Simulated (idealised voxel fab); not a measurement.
Module name: voxel tone inversion (process module)
This is section cut - it's 270 nm across, gridded in 5 nm square cells.
Cross-section, as written here: a square-cell grid given band by band from the top down, where a band holds one or more rows of cells.
Within each band entry, the heights of the top and of the bottom of the band appear first, in that order and in nm; the materials of the band then follow from left to right, each with its corresponding width in nm. The designation "full width" on a single material indicates that it fills the band from edge to edge; the designation "blank" indicates empty space.
A quick word on heights: they are counted from 0, and under that level the wafer as it came to us is one material throughout. The lowest band is different from the rest in having no bottom; it simply continues downward, written as in "0 -> down".
You'd read "30->40" like this: the band's top row of cells is as wide as the first number, its bottom row is as wide as the second, and going down, every row changes width by the same amount as the row before did.
No cell of the cross-section changed in a step that is given as "everything unchanged".
Entry "Entrapped void list". Content: empty spaces with no open connection to the top, size 8 cells or greater. Each: width x height at distance. Distance: from left edge. Unit: nm.
Whatever follows a step's settings on its line is a remark the simulator itself makes about that step.
overlay nm: how far to the right of its planned place the mask lay on this masked step (negative: to the left).

### Steps in the process plan
1 RECEIVE (material Si)
2 CONFORMAL_DEP (material SiCN; thk nm 5)
3 DIRECTIONAL_DEP (material aC; thk nm 15)
4 PATTERN (tone cover; mask id POSTS; material resist; width nm 25; pitch nm 55; thk nm 20; overlay nm 0)
5 DIRECTIONAL_ETCH (etch materials aC; depth nm 15)
6 STRIP (etch materials resist)
7 FILL_DEP (material lowk; thk nm 5)
8 CMP (height nm 20)
9 STRIP (etch materials aC)

### Wafer cross-section on receipt, i.e. after step 1
	0 -> down  Si full width
	Entrapped void list: none

### Look at the cross-section after the module: the wafer started out the way shown above and the plan was the one shown above, yet one mistake was made along the way
	20 -> 5  blank: 65  lowk: 25  blank: 30  lowk: 25  blank: 30  lowk: 25  blank: 70
	5 -> 0  SiCN full width
	0 -> down  Si full width
	Entrapped void list: none
what went wrong: step 4 was not run as planned; what actually ran was PATTERN (tone open; mask id POSTS; material resist; width nm 25; pitch nm 55; thk nm 20; overlay nm 0)
